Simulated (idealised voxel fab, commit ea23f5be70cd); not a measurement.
process module | voxel capacitor over wiring
Cross-sectional view cut (width: 280 nm; square cell size: 5 nm).
Think of the cross-section as a grid of square cells. We describe it in bands, top to bottom, and each band covers one or more rows of those cells. A band entry consists of two parts. The first gives the height of the band's top and the height of its bottom, in nm. The rest lists the band's materials from left to right, each with its width in nm. A single material labelled with the word "all across" fills the band from edge to edge, and the word "air" marks empty space. It should be noted that heights are counted from 0, beneath which the wafer as supplied is of one material throughout, and that the lowest band possesses no lower boundary but continues downward, as written in "from 0 down". Quick explanation for "30 to 40": the width changes in equal steps down the rows of cells, from the first number in the band's top row to the second number in its bottom row. For the purposes of this document, the phrase "no alterations made" attached to a step denotes that no cell within the cross-section was modified by that step. Reported under the label "Voids, sealed" are the empty spaces having no open way to the top and comprising 8 cells or more; the notation for each is width x height at distance, in which the distance is measured from the left edge and all three values are in nm. Text after the settings on a step's line: the simulator's own remark on that step. The line of a step may include "overlay nm". On a step with a mask, this value is how far to the right of its planned place the mask lay. A negative value means the mask lay to the left.
## Steps in the process plan
1: RECEIVE | material Si
2: CONFORMAL_DEP | material SiO2 | thk nm 10
3: DIRECTIONAL_DEP | material TiN | thk nm 5
4: DIRECTIONAL_DEP | material Ru | thk nm 15
5: PATTERN | tone cover | mask id METAL_1 | material resist | width nm 25 | pitch nm 80 | thk nm 20 | overlay nm 0
6: DIRECTIONAL_ETCH | etch materials Ru | depth nm 15
7: DIRECTIONAL_ETCH | etch materials TiN | depth nm 5
8: STRIP | etch materials resist
9: CONFORMAL_DEP | material SiN | thk nm 5
10: FILL_DEP | material SiO2 | thk nm 10
11: CMP | height nm 30
12: CONFORMAL_DEP | material SiCN | thk nm 5
13: DIRECTIONAL_DEP | material lowk | thk nm 10
14: DIRECTIONAL_DEP | material aC | thk nm 15
15: PATTERN | tone open | mask id PLUG_1 | material resist | width nm 15 | thk nm 35 | overlay nm 0
16: DIRECTIONAL_ETCH | etch materials aC | depth nm 15
17: STRIP | etch materials resist
18: DIRECTIONAL_ETCH | etch materials lowk | depth nm 10
19: DIRECTIONAL_ETCH | etch materials SiCN | depth nm 5
20: STRIP | etch materials aC
21: CONFORMAL_DEP | material TiN | thk nm 5
22: FILL_DEP | material W | thk nm 10
23: CMP | height nm 45
24: DIRECTIONAL_DEP | material TiN | thk nm 10
25: DIRECTIONAL_DEP | material Al2O3 | thk nm 5
26: DIRECTIONAL_DEP | material TiN | thk nm 10
27: PATTERN | tone cover | mask id UPPER_PLATE | material resist | width nm 60 | thk nm 15 | overlay nm 0
28: DIRECTIONAL_ETCH | etch materials TiN | depth nm 10
29: DIRECTIONAL_ETCH | etch materials Al2O3 | depth nm 5
30: STRIP | etch materials resist
31: MASKED_ETCH | tone cover | mask id LOWER_PLATE | width nm 70 | etch materials TiN | depth nm 10 | overlay nm 0
32: FILL_DEP | material SiO2 | thk nm 20
33: CMP | height nm 85
34: PATTERN | tone open | mask id PLUG_2 | material resist | width nm 15 | thk nm 15 | overlay nm 0
35: DIRECTIONAL_ETCH | etch materials SiO2 | depth nm 15
36: STRIP | etch materials resist
37: CONFORMAL_DEP | material TiN | thk nm 5
38: FILL_DEP | material Ru | thk nm 10
39: CMP | height nm 85
40: CONFORMAL_DEP | material SiCN | thk nm 5
## First wafer, two in total, run as planned
## Received-state cross-section, reflecting completion of step 1
* from 0 down: Si all across
* Voids, sealed: none
## You're looking at a cross-section of the wafer after step 2
* from 10 to 0: SiO2 all across
* For the remainder of the cross-section, below 0, there is no change.
## You're looking at a cross-section of the wafer after step 3
* from 15 to 10: TiN all across
* For the remainder of the cross-section, below 10, there is no change.
## You're looking at a cross-section of the wafer after step 4
* from 30 to 15: Ru all across
* For the remainder of the cross-section, below 15, there is no change.
## You're looking at a cross-section of the wafer after step 5
* from 50 to 30: air 85 nm / resist 25 nm / air 55 nm / resist 25 nm / air 90 nm
* For the remainder of the cross-section, below 30, there is no change.
## You're looking at a cross-section of the wafer after step 6
* from 50 to 30: air 85 nm / resist 25 nm / air 55 nm / resist 25 nm / air 90 nm
* from 30 to 15: air 85 nm / Ru 25 nm / air 55 nm / Ru 25 nm / air 90 nm
* For the remainder of the cross-section, below 15, there is no change.
## You're looking at a cross-section of the wafer after step 7
* from 50 to 30: air 85 nm / resist 25 nm / air 55 nm / resist 25 nm / air 90 nm
* from 30 to 15: air 85 nm / Ru 25 nm / air 55 nm / Ru 25 nm / air 90 nm
* from 15 to 10: air 85 nm / TiN 25 nm / air 55 nm / TiN 25 nm / air 90 nm
* For the remainder of the cross-section, below 10, there is no change.
## You're looking at a cross-section of the wafer after step 8
* from 30 to 15: air 85 nm / Ru 25 nm / air 55 nm / Ru 25 nm / air 90 nm
* For the remainder of the cross-section, below 15, there is no change.
## You're looking at a cross-section of the wafer after step 9
* from 35 to 30: air 80 nm / SiN 35 nm / air 45 nm / SiN 35 nm / air 85 nm
* from 30 to 15: air 80 nm / SiN 5 nm / Ru 25 nm / SiN 5 nm / air 45 nm / SiN 5 nm / Ru 25 nm / SiN 5 nm / air 85 nm
* from 15 to 10: SiN 85 nm / TiN 25 nm / SiN 55 nm / TiN 25 nm / SiN 90 nm
* For the remainder of the cross-section, below 10, there is no change.
## You're looking at a cross-section of the wafer after step 10
* from 45 to 35: SiO2 all across
* from 35 to 30: SiO2 80 nm / SiN 35 nm / SiO2 45 nm / SiN 35 nm / SiO2 85 nm
* from 30 to 15: SiO2 80 nm / SiN 5 nm / Ru 25 nm / SiN 5 nm / SiO2 45 nm / SiN 5 nm / Ru 25 nm / SiN 5 nm / SiO2 85 nm
* For the remainder of the cross-section, below 15, there is no change.
## You're looking at a cross-section of the wafer after step 11
* from 30 to 15: SiO2 80 nm / SiN 5 nm / Ru 25 nm / SiN 5 nm / SiO2 45 nm / SiN 5 nm / Ru 25 nm / SiN 5 nm / SiO2 85 nm
* For the remainder of the cross-section, below 15, there is no change.
## You're looking at a cross-section of the wafer after step 12
* from 35 to 30: SiCN all across
* For the remainder of the cross-section, below 30, there is no change.
## You're looking at a cross-section of the wafer after step 13
* from 45 to 35: lowk all across
* For the remainder of the cross-section, below 35, there is no change.
## You're looking at a cross-section of the wafer after step 14
* from 60 to 45: aC all across
* For the remainder of the cross-section, below 45, there is no change.
## You're looking at a cross-section of the wafer after step 15
* from 95 to 60: resist 95 nm / air 15 nm / resist 170 nm
* For the remainder of the cross-section, below 60, there is no change.
## You're looking at a cross-section of the wafer after step 16
* from 80 to 60: resist 95 nm / air 15 nm / resist 170 nm
* from 60 to 45: aC 95 nm / air 15 nm / aC 170 nm
* For the remainder of the cross-section, below 45, there is no change.
## You're looking at a cross-section of the wafer after step 17
* from 60 to 45: aC 95 nm / air 15 nm / aC 170 nm
* For the remainder of the cross-section, below 45, there is no change.
## You're looking at a cross-section of the wafer after step 18
* from 60 to 45: aC 95 nm / air 15 nm / aC 170 nm
* from 45 to 35: lowk 95 nm / air 15 nm / lowk 170 nm
* For the remainder of the cross-section, below 35, there is no change.
## You're looking at a cross-section of the wafer after step 19
* from 60 to 45: aC 95 nm / air 15 nm / aC 170 nm
* from 45 to 35: lowk 95 nm / air 15 nm / lowk 170 nm
* from 35 to 30: SiCN 95 nm / air 15 nm / SiCN 170 nm
* For the remainder of the cross-section, below 30, there is no change.
## You're looking at a cross-section of the wafer after step 20
* from 45 to 35: lowk 95 nm / air 15 nm / lowk 170 nm
* For the remainder of the cross-section, below 35, there is no change.
## You're looking at a cross-section of the wafer after step 21
* from 50 to 45: TiN 100 nm / air 5 nm / TiN 175 nm
* from 45 to 35: lowk 95 nm / TiN 5 nm / air 5 nm / TiN 5 nm / lowk 170 nm
* from 35 to 30: SiCN 95 nm / TiN 15 nm / SiCN 170 nm
* For the remainder of the cross-section, below 30, there is no change.
## You're looking at a cross-section of the wafer after step 22
* from 60 to 50: W all across
* from 50 to 45: TiN 100 nm / W 5 nm / TiN 175 nm
* from 45 to 35: lowk 95 nm / TiN 5 nm / W 5 nm / TiN 5 nm / lowk 170 nm
* For the remainder of the cross-section, below 35, there is no change.
## You're looking at a cross-section of the wafer after step 23
* from 45 to 35: lowk 95 nm / TiN 5 nm / W 5 nm / TiN 5 nm / lowk 170 nm
* For the remainder of the cross-section, below 35, there is no change.
## You're looking at a cross-section of the wafer after step 24
* from 55 to 45: TiN all across
* For the remainder of the cross-section, below 45, there is no change.
## You're looking at a cross-section of the wafer after step 25
* from 60 to 55: Al2O3 all across
* For the remainder of the cross-section, below 55, there is no change.
## You're looking at a cross-section of the wafer after step 26
* from 70 to 60: TiN all across
* For the remainder of the cross-section, below 60, there is no change.
## You're looking at a cross-section of the wafer after step 27
* from 85 to 70: air 95 nm / resist 60 nm / air 125 nm
* For the remainder of the cross-section, below 70, there is no change.
## You're looking at a cross-section of the wafer after step 28
* from 85 to 70: air 95 nm / resist 60 nm / air 125 nm
* from 70 to 60: air 95 nm / TiN 60 nm / air 125 nm
* For the remainder of the cross-section, below 60, there is no change.
## You're looking at a cross-section of the wafer after step 29
* from 85 to 70: air 95 nm / resist 60 nm / air 125 nm
* from 70 to 60: air 95 nm / TiN 60 nm / air 125 nm
* from 60 to 55: air 95 nm / Al2O3 60 nm / air 125 nm
* For the remainder of the cross-section, below 55, there is no change.
## You're looking at a cross-section of the wafer after step 30
* from 70 to 60: air 95 nm / TiN 60 nm / air 125 nm
* For the remainder of the cross-section, below 60, there is no change.
## You're looking at a cross-section of the wafer after step 31
* from 70 to 60: air 95 nm / TiN 60 nm / air 125 nm
* from 60 to 55: air 95 nm / Al2O3 60 nm / air 125 nm
* from 55 to 45: air 90 nm / TiN 70 nm / air 120 nm
* For the remainder of the cross-section, below 45, there is no change.
## You're looking at a cross-section of the wafer after step 32
* from 90 to 70: SiO2 all across
* from 70 to 60: SiO2 95 nm / TiN 60 nm / SiO2 125 nm
* from 60 to 55: SiO2 95 nm / Al2O3 60 nm / SiO2 125 nm
* from 55 to 45: SiO2 90 nm / TiN 70 nm / SiO2 120 nm
* For the remainder of the cross-section, below 45, there is no change.
## You're looking at a cross-section of the wafer after step 33
* from 85 to 70: SiO2 all across
* For the remainder of the cross-section, below 70, there is no change.
## You're looking at a cross-section of the wafer after step 34
* from 100 to 85: resist 105 nm / air 15 nm / resist 160 nm
* For the remainder of the cross-section, below 85, there is no change.
## You're looking at a cross-section of the wafer after step 35
* from 100 to 85: resist 105 nm / air 15 nm / resist 160 nm
* from 85 to 70: SiO2 105 nm / air 15 nm / SiO2 160 nm
* For the remainder of the cross-section, below 70, there is no change.
## You're looking at a cross-section of the wafer after step 36
* from 85 to 70: SiO2 105 nm / air 15 nm / SiO2 160 nm
* For the remainder of the cross-section, below 70, there is no change.
## You're looking at a cross-section of the wafer after step 37
* from 90 to 85: TiN 110 nm / air 5 nm / TiN 165 nm
* from 85 to 75: SiO2 105 nm / TiN 5 nm / air 5 nm / TiN 5 nm / SiO2 160 nm
* from 75 to 70: SiO2 105 nm / TiN 15 nm / SiO2 160 nm
* For the remainder of the cross-section, below 70, there is no change.
## You're looking at a cross-section of the wafer after step 38
* from 100 to 90: Ru all across
* from 90 to 85: TiN 110 nm / Ru 5 nm / TiN 165 nm
* from 85 to 75: SiO2 105 nm / TiN 5 nm / Ru 5 nm / TiN 5 nm / SiO2 160 nm
* For the remainder of the cross-section, below 75, there is no change.
## You're looking at a cross-section of the wafer after step 39
* from 85 to 75: SiO2 105 nm / TiN 5 nm / Ru 5 nm / TiN 5 nm / SiO2 160 nm
* For the remainder of the cross-section, below 75, there is no change.
## You're looking at a cross-section of the wafer after step 40
* from 90 to 85: SiCN all across
* For the remainder of the cross-section, below 85, there is no change.
## Companion wafer, the second of two: same beginning, same intended sequence, one mistake in carrying it out; through step 30 inclusive it tracks the first exactly
## Second wafer, sectioned view, at step 31's planned end time
* from 70 to 60: air 95 nm / TiN 60 nm / air 125 nm
* from 60 to 55: air 95 nm / Al2O3 60 nm / air 125 nm
* from 55 to 45: air 90 nm / TiN 70 nm / air 120 nm
* For the remainder of the cross-section, below 45, there is no change.
## Second wafer, sectioned view, at step 32's planned end time
* from 90 to 70: SiO2 all across
* from 70 to 60: SiO2 95 nm / TiN 60 nm / SiO2 125 nm
* from 60 to 55: SiO2 95 nm / Al2O3 60 nm / SiO2 125 nm
* from 55 to 45: SiO2 90 nm / TiN 70 nm / SiO2 120 nm
* For the remainder of the cross-section, below 45, there is no change.
## Second wafer, sectioned view, at step 33's planned end time
* from 85 to 70: SiO2 all across
* For the remainder of the cross-section, below 70, there is no change.
## Second wafer, sectioned view, at step 34's planned end time
* from 100 to 85: resist 105 nm / air 15 nm / resist 160 nm
* For the remainder of the cross-section, below 85, there is no change.
## Second wafer, sectioned view, at step 35's planned end time
* from 100 to 85: resist 105 nm / air 15 nm / resist 160 nm
* from 85 to 70: SiO2 105 nm / air 15 nm / SiO2 160 nm
* For the remainder of the cross-section, below 70, there is no change.
## Second wafer, sectioned view, at step 36's planned end time
* from 85 to 70: SiO2 105 nm / air 15 nm / SiO2 160 nm
* For the remainder of the cross-section, below 70, there is no change.
## Second wafer, sectioned view, at step 37's planned end time
* from 90 to 85: TiN 110 nm / air 5 nm / TiN 165 nm
* from 85 to 75: SiO2 105 nm / TiN 5 nm / air 5 nm / TiN 5 nm / SiO2 160 nm
* from 75 to 70: SiO2 105 nm / TiN 15 nm / SiO2 160 nm
* For the remainder of the cross-section, below 70, there is no change.
## Second wafer, sectioned view, at step 38's planned end time
* from 100 to 90: Ru all across
* from 90 to 85: TiN 110 nm / Ru 5 nm / TiN 165 nm
* from 85 to 75: SiO2 105 nm / TiN 5 nm / Ru 5 nm / TiN 5 nm / SiO2 160 nm
* For the remainder of the cross-section, below 75, there is no change.
## Second wafer, sectioned view, at step 39's planned end time
* from 85 to 75: SiO2 105 nm / TiN 5 nm / Ru 5 nm / TiN 5 nm / SiO2 160 nm
* For the remainder of the cross-section, below 75, there is no change.
## Second wafer, sectioned view, at step 40's planned end time
* from 90 to 85: SiCN all across
* For the remainder of the cross-section, below 85, there is no change.
What went wrong in running the wafer? the plan's step 31 ran twice
Result: same final cross-section on the two wafers, so no effect from the mistake in this model.
